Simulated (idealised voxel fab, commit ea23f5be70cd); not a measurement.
process module | voxel ribs on slabs
cross-section cut | 275 nm wide | cells 5 nm
A cross-section is a grid of square cells, given in bands from the top down. A band is one or more rows of cells.
Each band's line starts with the height of the band's top and of its bottom, in nm. Then come its materials from left to right, each with its width in nm. One material with "throughout" fills the band from edge to edge. "air" is empty space.
Height 0 is the level under which the wafer as received is all one material. The lowest band goes on downwards, as in "0 down".
A width such as "30 to 40" changes by the same amount from each row of cells to the next, from the band's top row to its bottom row.
"no change" after a step means that no cell of the cross-section changed.
closed voids: empty space of 8 cells or more with no open way to the top, each as width x height at its distance from the left edge, in nm
after a step's settings: what the simulator itself notes on the step
overlay nm, on a step with a mask: how far to the right of its planned place the mask lay; to the left if negative
Each pair below shows a cross-section before one step and the cross-section after it, down to the lowest band that changed. The line under each pair gives the step between them, with its settings. The pairs can come from different runs of this module on the same starting wafer, so a pair continues from the pair above only where its "before" says so.
before
  0 down: Si throughout
  closed voids: none
after
  25 to 0: SiO2 throughout
  below 0: unchanged
  closed voids: none
the step between: op DIRECTIONAL_DEP | material SiO2 | thk nm 25
before: the cross-section after the pair above
after
  40 to 25: SiN throughout
  below 25: unchanged
  closed voids: none
the step between: op DIRECTIONAL_DEP | material SiN | thk nm 15
before: the cross-section after the pair above
after
  40 to 35: air 125 | SiN 25 | air 125
  below 35: unchanged
  closed voids: none
the step between: op MASKED_ETCH | tone cover | mask id RIB | width nm 25 | etch materials SiN | depth nm 5 | overlay nm 0
before: the cross-section after the pair above
after
  55 to 50: air 125 | aC 25 | air 125
  50 to 40: aC throughout
  40 to 35: aC 125 | SiN 25 | aC 125
  below 35: unchanged
  closed voids: none
the step between: op DIRECTIONAL_DEP | material aC | thk nm 15
before: the cross-section after the pair above
after
  90 to 55: air 110 | resist 55 | air 110
  55 to 50: air 110 | resist 15 | aC 25 | resist 15 | air 110
  below 50: unchanged
  closed voids: none
the step between: op PATTERN | tone cover | mask id SLAB | material resist | width nm 55 | thk nm 35 | overlay nm 0
before: the cross-section after the pair above
after
  75 to 55: air 110 | resist 55 | air 110
  55 to 50: air 110 | resist 15 | aC 25 | resist 15 | air 110
  50 to 40: air 110 | aC 55 | air 110
  40 to 35: air 110 | aC 15 | SiN 25 | aC 15 | air 110
  below 35: unchanged
  closed voids: none
the step between: op DIRECTIONAL_ETCH | etch materials aC | depth nm 15
before: the cross-section after the pair above
after
  55 to 50: air 125 | aC 25 | air 125
  below 50: unchanged
  closed voids: none
the step between: op STRIP | etch materials resist
before: the cross-section after the pair above
after
  55 to 50: air 125 | aC 25 | air 125
  50 to 40: air 110 | aC 55 | air 110
  40 to 35: air 110 | aC 15 | SiN 25 | aC 15 | air 110
  35 to 25: air 110 | SiN 55 | air 110
  below 25: unchanged
  closed voids: none
the step between: op DIRECTIONAL_ETCH | etch materials SiN | depth nm 10
before: the cross-section after the pair above
after
  40 to 35: air 125 | SiN 25 | air 125
  below 35: unchanged
  closed voids: none
the step between: op STRIP | etch materials aC
before: the cross-section after the pair above
after
  55 to 40: SiO2 throughout
  40 to 35: SiO2 125 | SiN 25 | SiO2 125
  35 to 25: SiO2 110 | SiN 55 | SiO2 110
  below 25: unchanged
  closed voids: none
the step between: op FILL_DEP | material SiO2 | thk nm 15
before: the cross-section after the pair above
after
  50 to 40: SiO2 throughout
  below 40: unchanged
  closed voids: none
the step between: op CMP | height nm 50
before: the cross-section after the pair above
after
  60 to 50: W throughout
  below 50: unchanged
  closed voids: none
the step between: op DIRECTIONAL_DEP | material W | thk nm 10
before: the cross-section after the pair above
after
  80 to 60: air 120 | resist 35 | air 120
  below 60: unchanged
  closed voids: none
the step between: op PATTERN | tone cover | mask id HEATER | material resist | width nm 35 | thk nm 20 | overlay nm 0
before: the cross-section after the pair above
after
  80 to 60: air 120 | resist 35 | air 120
  60 to 50: air 120 | W 35 | air 120
  below 50: unchanged
  closed voids: none
the step between: op DIRECTIONAL_ETCH | etch materials W | depth nm 10
before: the cross-section after the pair above
after
  60 to 50: air 120 | W 35 | air 120
  below 50: unchanged
  closed voids: none
the step between: op STRIP | etch materials resist
before: the cross-section after the pair above
after
  70 to 60: air 110 | SiN 55 | air 110
  60 to 50: SiN 120 | W 35 | SiN 120
  below 50: unchanged
  closed voids: none
the step between: op CONFORMAL_DEP | material SiN | thk nm 10
before
  40 to 25: SiN throughout
  25 to 0: SiO2 throughout
  0 down: Si throughout
  closed voids: none
after
  55 to 25: SiN throughout
  below 25: unchanged
  closed voids: none
the step between: op DIRECTIONAL_DEP | material SiN | thk nm 15
before: the cross-section after the pair above
after
  55 to 50: air 125 | SiN 25 | air 125
  below 50: unchanged
  closed voids: none
the step between: op MASKED_ETCH | tone cover | mask id RIB | width nm 25 | etch materials SiN | depth nm 5 | overlay nm 0
before: the cross-section after the pair above
after
  70 to 65: air 125 | aC 25 | air 125
  65 to 55: aC throughout
  55 to 50: aC 125 | SiN 25 | aC 125
  below 50: unchanged
  closed voids: none
the step between: op DIRECTIONAL_DEP | material aC | thk nm 15
before: the cross-section after the pair above
after
  105 to 70: air 110 | resist 55 | air 110
  70 to 65: air 110 | resist 15 | aC 25 | resist 15 | air 110
  below 65: unchanged
  closed voids: none
the step between: op PATTERN | tone cover | mask id SLAB | material resist | width nm 55 | thk nm 35 | overlay nm 0
before: the cross-section after the pair above
after
  90 to 70: air 110 | resist 55 | air 110
  70 to 65: air 110 | resist 15 | aC 25 | resist 15 | air 110
  65 to 55: air 110 | aC 55 | air 110
  55 to 50: air 110 | aC 15 | SiN 25 | aC 15 | air 110
  below 50: unchanged
  closed voids: none
the step between: op DIRECTIONAL_ETCH | etch materials aC | depth nm 15
before: the cross-section after the pair above
after
  70 to 65: air 125 | aC 25 | air 125
  below 65: unchanged
  closed voids: none
the step between: op STRIP | etch materials resist
before: the cross-section after the pair above
after
  70 to 65: air 125 | aC 25 | air 125
  65 to 55: air 110 | aC 55 | air 110
  55 to 50: air 110 | aC 15 | SiN 25 | aC 15 | air 110
  50 to 40: air 110 | SiN 55 | air 110
  below 40: unchanged
  closed voids: none
the step between: op DIRECTIONAL_ETCH | etch materials SiN | depth nm 10
before: the cross-section after the pair above
after
  55 to 50: air 125 | SiN 25 | air 125
  below 50: unchanged
  closed voids: none
the step between: op STRIP | etch materials aC
before: the cross-section after the pair above
after
  70 to 55: SiO2 throughout
  55 to 50: SiO2 125 | SiN 25 | SiO2 125
  50 to 40: SiO2 110 | SiN 55 | SiO2 110
  below 40: unchanged
  closed voids: none
the step between: op FILL_DEP | material SiO2 | thk nm 15
before: the cross-section after the pair above
after
  50 to 40: SiO2 110 | SiN 55 | SiO2 110
  below 40: unchanged
  closed voids: none
the step between: op CMP | height nm 50
before: the cross-section after the pair above
after
  60 to 50: W throughout
  below 50: unchanged
  closed voids: none
the step between: op DIRECTIONAL_DEP | material W | thk nm 10
before: the cross-section after the pair above
after
  80 to 60: air 120 | resist 35 | air 120
  below 60: unchanged
  closed voids: none
the step between: op PATTERN | tone cover | mask id HEATER | material resist | width nm 35 | thk nm 20 | overlay nm 0
before: the cross-section after the pair above
after
  80 to 60: air 120 | resist 35 | air 120
  60 to 50: air 120 | W 35 | air 120
  below 50: unchanged
  closed voids: none
the step between: op DIRECTIONAL_ETCH | etch materials W | depth nm 10
before: the cross-section after the pair above
after
  60 to 50: air 120 | W 35 | air 120
  below 50: unchanged
  closed voids: none
the step between: op STRIP | etch materials resist
before: the cross-section after the pair above
after
  70 to 60: air 110 | SiN 55 | air 110
  60 to 50: SiN 120 | W 35 | SiN 120
  below 50: unchanged
  closed voids: none
the step between: op CONFORMAL_DEP | material SiN | thk nm 10
before
  0 down: Si throughout
  closed voids: none
after
  15 to 0: SiN throughout
  below 0: unchanged
  closed voids: none
the step between: op DIRECTIONAL_DEP | material SiN | thk nm 15
before: the cross-section after the pair above
after
  40 to 15: SiO2 throughout
  below 15: unchanged
  closed voids: none
the step between: op DIRECTIONAL_DEP | material SiO2 | thk nm 25
before: the cross-section after the pair above
after
  55 to 40: aC throughout
  below 40: unchanged
  closed voids: none
the step between: op DIRECTIONAL_DEP | material aC | thk nm 15
before: the cross-section after the pair above
after
  90 to 55: air 110 | resist 55 | air 110
  below 55: unchanged
  closed voids: none
the step between: op PATTERN | tone cover | mask id SLAB | material resist | width nm 55 | thk nm 35 | overlay nm 0
before: the cross-section after the pair above
after
  75 to 55: air 110 | resist 55 | air 110
  55 to 40: air 110 | aC 55 | air 110
  below 40: unchanged
  closed voids: none
the step between: op DIRECTIONAL_ETCH | etch materials aC | depth nm 15
before: the cross-section after the pair above
after
  55 to 40: air 110 | aC 55 | air 110
  below 40: unchanged
  closed voids: none
the step between: op STRIP | etch materials resist
before: the cross-section after the pair above
after
  40 to 15: SiO2 throughout
  below 15: unchanged
  closed voids: none
the step between: op STRIP | etch materials aC
before: the cross-section after the pair above
after
  55 to 15: SiO2 throughout
  below 15: unchanged
  closed voids: none
the step between: op FILL_DEP | material SiO2 | thk nm 15
before: the cross-section after the pair above
after
  50 to 15: SiO2 throughout
  below 15: unchanged
  closed voids: none
the step between: op CMP | height nm 50
before: the cross-section after the pair above
after
  60 to 50: W throughout
  below 50: unchanged
  closed voids: none
the step between: op DIRECTIONAL_DEP | material W | thk nm 10
before: the cross-section after the pair above
after
  80 to 60: air 120 | resist 35 | air 120
  below 60: unchanged
  closed voids: none
the step between: op PATTERN | tone cover | mask id HEATER | material resist | width nm 35 | thk nm 20 | overlay nm 0
before: the cross-section after the pair above
after
  80 to 60: air 120 | resist 35 | air 120
  60 to 50: air 120 | W 35 | air 120
  below 50: unchanged
  closed voids: none
the step between: op DIRECTIONAL_ETCH | etch materials W | depth nm 10
before: the cross-section after the pair above
after
  60 to 50: air 120 | W 35 | air 120
  below 50: unchanged
  closed voids: none
the step between: op STRIP | etch materials resist
before: the cross-section after the pair above
after
  70 to 60: air 110 | SiN 55 | air 110
  60 to 50: SiN 120 | W 35 | SiN 120
  below 50: unchanged
  closed voids: none
the step between: op CONFORMAL_DEP | material SiN | thk nm 10
before
  50 to 40: SiO2 throughout
  40 to 35: SiO2 125 | SiN 25 | SiO2 125
  35 to 25: SiO2 110 | SiN 55 | SiO2 110
  25 to 0: SiO2 throughout
  0 down: Si throughout
  closed voids: none
after
  55 to 50: W throughout
  below 50: unchanged
  closed voids: none
the step between: op DIRECTIONAL_DEP | material W | thk nm 5
before: the cross-section after the pair above
after
  75 to 55: air 120 | resist 35 | air 120
  below 55: unchanged
  closed voids: none
the step between: op PATTERN | tone cover | mask id HEATER | material resist | width nm 35 | thk nm 20 | overlay nm 0
before: the cross-section after the pair above
after
  75 to 55: air 120 | resist 35 | air 120
  55 to 50: air 120 | W 35 | air 120
  below 50: unchanged
  closed voids: none
the step between: op DIRECTIONAL_ETCH | etch materials W | depth nm 10
before: the cross-section after the pair above
after
  55 to 50: air 120 | W 35 | air 120
  below 50: unchanged
  closed voids: none
the step between: op STRIP | etch materials resist
before: the cross-section after the pair above
after
  65 to 60: air 110 | SiN 55 | air 110
  60 to 55: SiN throughout
  55 to 50: SiN 120 | W 35 | SiN 120
  below 50: unchanged
  closed voids: none
the step between: op CONFORMAL_DEP | material SiN | thk nm 10
before
  60 to 50: W throughout
  50 to 40: SiO2 throughout
  40 to 35: SiO2 125 | SiN 25 | SiO2 125
  35 to 25: SiO2 110 | SiN 55 | SiO2 110
  25 to 0: SiO2 throughout
  0 down: Si throughout
  closed voids: none
after
  80 to 60: air 120 | resist 40 | air 115
  below 60: unchanged
  closed voids: none
the step between: op PATTERN | tone cover | mask id HEATER | material resist | width nm 40 | thk nm 20 | overlay nm 0
before: the cross-section after the pair above
after
  80 to 60: air 120 | resist 40 | air 115
  60 to 50: air 120 | W 40 | air 115
  below 50: unchanged
  closed voids: none
the step between: op DIRECTIONAL_ETCH | etch materials W | depth nm 10
before: the cross-section after the pair above
after
  60 to 50: air 120 | W 40 | air 115
  below 50: unchanged
  closed voids: none
the step between: op STRIP | etch materials resist
before: the cross-section after the pair above
after
  70 to 60: air 110 | SiN 60 | air 105
  60 to 50: SiN 120 | W 40 | SiN 115
  below 50: unchanged
  closed voids: none
the step between: op CONFORMAL_DEP | material SiN | thk nm 10
before
  55 to 50: air 125 | aC 25 | air 125
  50 to 40: aC throughout
  40 to 35: aC 125 | SiN 25 | aC 125
  35 to 25: SiN throughout
  25 to 0: SiO2 throughout
  0 down: Si throughout
  closed voids: none
after
  90 to 55: air 120 | resist 55 | air 100
  55 to 50: air 120 | resist 5 | aC 25 | resist 25 | air 100
  below 50: unchanged
  closed voids: none
the step between: op PATTERN | tone cover | mask id SLAB | material resist | width nm 55 | thk nm 35 | overlay nm 10
before: the cross-section after the pair above
after
  75 to 55: air 120 | resist 55 | air 100
  55 to 50: air 120 | resist 5 | aC 25 | resist 25 | air 100
  50 to 40: air 120 | aC 55 | air 100
  40 to 35: air 120 | aC 5 | SiN 25 | aC 25 | air 100
  below 35: unchanged
  closed voids: none
the step between: op DIRECTIONAL_ETCH | etch materials aC | depth nm 15
before: the cross-section after the pair above
after
  55 to 50: air 125 | aC 25 | air 125
  below 50: unchanged
  closed voids: none
the step between: op STRIP | etch materials resist
before: the cross-section after the pair above
after
  55 to 50: air 125 | aC 25 | air 125
  50 to 40: air 120 | aC 55 | air 100
  40 to 35: air 120 | aC 5 | SiN 25 | aC 25 | air 100
  35 to 25: air 120 | SiN 55 | air 100
  below 25: unchanged
  closed voids: none
the step between: op DIRECTIONAL_ETCH | etch materials SiN | depth nm 10
before: the cross-section after the pair above
after
  40 to 35: air 125 | SiN 25 | air 125
  below 35: unchanged
  closed voids: none
the step between: op STRIP | etch materials aC
before: the cross-section after the pair above
after
  55 to 40: SiO2 throughout
  40 to 35: SiO2 125 | SiN 25 | SiO2 125
  35 to 25: SiO2 120 | SiN 55 | SiO2 100
  below 25: unchanged
  closed voids: none
the step between: op FILL_DEP | material SiO2 | thk nm 15
before: the cross-section after the pair above
after
  50 to 40: SiO2 throughout
  below 40: unchanged
  closed voids: none
the step between: op CMP | height nm 50
before: the cross-section after the pair above
after
  60 to 50: W throughout
  below 50: unchanged
  closed voids: none
the step between: op DIRECTIONAL_DEP | material W | thk nm 10
before: the cross-section after the pair above
after
  80 to 60: air 120 | resist 35 | air 120
  below 60: unchanged
  closed voids: none
the step between: op PATTERN | tone cover | mask id HEATER | material resist | width nm 35 | thk nm 20 | overlay nm 0
before: the cross-section after the pair above
after
  80 to 60: air 120 | resist 35 | air 120
  60 to 50: air 120 | W 35 | air 120
  below 50: unchanged
  closed voids: none
the step between: op DIRECTIONAL_ETCH | etch materials W | depth nm 10
before: the cross-section after the pair above
after
  60 to 50: air 120 | W 35 | air 120
  below 50: unchanged
  closed voids: none
the step between: op STRIP | etch materials resist
before: the cross-section after the pair above
after
  70 to 60: air 110 | SiN 55 | air 110
  60 to 50: SiN 120 | W 35 | SiN 120
  below 50: unchanged
  closed voids: none
the step between: op CONFORMAL_DEP | material SiN | thk nm 10
before
  40 to 35: air 125 | SiN 25 | air 125
  35 to 25: air 110 | SiN 55 | air 110
  25 to 0: SiO2 throughout
  0 down: Si throughout
  closed voids: none
after
  55 to 40: aC throughout
  40 to 35: aC 125 | SiN 25 | aC 125
  35 to 25: aC 110 | SiN 55 | aC 110
  below 25: unchanged
  closed voids: none
the step between: op FILL_DEP | material aC | thk nm 15
before: the cross-section after the pair above
after
  50 to 40: aC throughout
  below 40: unchanged
  closed voids: none
the step between: op CMP | height nm 50
before: the cross-section after the pair above
after
  60 to 50: W throughout
  below 50: unchanged
  closed voids: none
the step between: op DIRECTIONAL_DEP | material W | thk nm 10
before: the cross-section after the pair above
after
  80 to 60: air 120 | resist 35 | air 120
  below 60: unchanged
  closed voids: none
the step between: op PATTERN | tone cover | mask id HEATER | material resist | width nm 35 | thk nm 20 | overlay nm 0
before: the cross-section after the pair above
after
  80 to 60: air 120 | resist 35 | air 120
  60 to 50: air 120 | W 35 | air 120
  below 50: unchanged
  closed voids: none
the step between: op DIRECTIONAL_ETCH | etch materials W | depth nm 10
before: the cross-section after the pair above
after
  60 to 50: air 120 | W 35 | air 120
  below 50: unchanged
  closed voids: none
the step between: op STRIP | etch materials resist
before: the cross-section after the pair above
after
  70 to 60: air 110 | SiN 55 | air 110
  60 to 50: SiN 120 | W 35 | SiN 120
  below 50: unchanged
  closed voids: none
the step between: op CONFORMAL_DEP | material SiN | thk nm 10
before
  40 to 25: SiN throughout
  25 to 0: SiO2 throughout
  0 down: Si throughout
  closed voids: none
after
  40 to 35: SiN 125 | air 25 | SiN 125
  below 35: unchanged
  closed voids: none
the step between: op MASKED_ETCH | tone open | mask id RIB | width nm 25 | etch materials SiN | depth nm 5 | overlay nm 0
before: the cross-section after the pair above
after
  55 to 50: aC 125 | air 25 | aC 125
  50 to 40: aC throughout
  40 to 35: SiN 125 | aC 25 | SiN 125
  below 35: unchanged
  closed voids: none
the step between: op DIRECTIONAL_DEP | material aC | thk nm 15
before: the cross-section after the pair above
after
  90 to 55: air 110 | resist 55 | air 110
  55 to 50: aC 125 | resist 25 | aC 125
  below 50: unchanged
  closed voids: none
the step between: op PATTERN | tone cover | mask id SLAB | material resist | width nm 55 | thk nm 35 | overlay nm 0
before: the cross-section after the pair above
after
  75 to 55: air 110 | resist 55 | air 110
  55 to 50: air 110 | aC 15 | resist 25 | aC 15 | air 110
  50 to 40: air 110 | aC 55 | air 110
  below 40: unchanged
  closed voids: none
the step between: op DIRECTIONAL_ETCH | etch materials aC | depth nm 15
before: the cross-section after the pair above
after
  55 to 50: air 110 | aC 15 | air 25 | aC 15 | air 110
  below 50: unchanged
  closed voids: none
the step between: op STRIP | etch materials resist
before: the cross-section after the pair above
after
  55 to 50: air 110 | aC 15 | air 25 | aC 15 | air 110
  50 to 40: air 110 | aC 55 | air 110
  40 to 35: air 110 | SiN 15 | aC 25 | SiN 15 | air 110
  35 to 30: air 110 | SiN 55 | air 110
  below 30: unchanged
  closed voids: none
the step between: op DIRECTIONAL_ETCH | etch materials SiN | depth nm 10
before: the cross-section after the pair above
after
  40 to 35: air 110 | SiN 15 | air 25 | SiN 15 | air 110
  below 35: unchanged
  closed voids: none
the step between: op STRIP | etch materials aC
before: the cross-section after the pair above
after
  55 to 40: SiO2 throughout
  40 to 35: SiO2 110 | SiN 15 | SiO2 25 | SiN 15 | SiO2 110
  35 to 30: SiO2 110 | SiN 55 | SiO2 110
  below 30: unchanged
  closed voids: none
the step between: op FILL_DEP | material SiO2 | thk nm 15
before: the cross-section after the pair above
after
  50 to 40: SiO2 throughout
  below 40: unchanged
  closed voids: none
the step between: op CMP | height nm 50
before: the cross-section after the pair above
after
  60 to 50: W throughout
  below 50: unchanged
  closed voids: none
the step between: op DIRECTIONAL_DEP | material W | thk nm 10
before: the cross-section after the pair above
after
  80 to 60: air 120 | resist 35 | air 120
  below 60: unchanged
  closed voids: none
the step between: op PATTERN | tone cover | mask id HEATER | material resist | width nm 35 | thk nm 20 | overlay nm 0
before: the cross-section after the pair above
after
  80 to 60: air 120 | resist 35 | air 120
  60 to 50: air 120 | W 35 | air 120
  below 50: unchanged
  closed voids: none
the step between: op DIRECTIONAL_ETCH | etch materials W | depth nm 10
before: the cross-section after the pair above
after
  60 to 50: air 120 | W 35 | air 120
  below 50: unchanged
  closed voids: none
the step between: op STRIP | etch materials resist
before: the cross-section after the pair above
after
  70 to 60: air 110 | SiN 55 | air 110
  60 to 50: SiN 120 | W 35 | SiN 120
  below 50: unchanged
  closed voids: none
the step between: op CONFORMAL_DEP | material SiN | thk nm 10
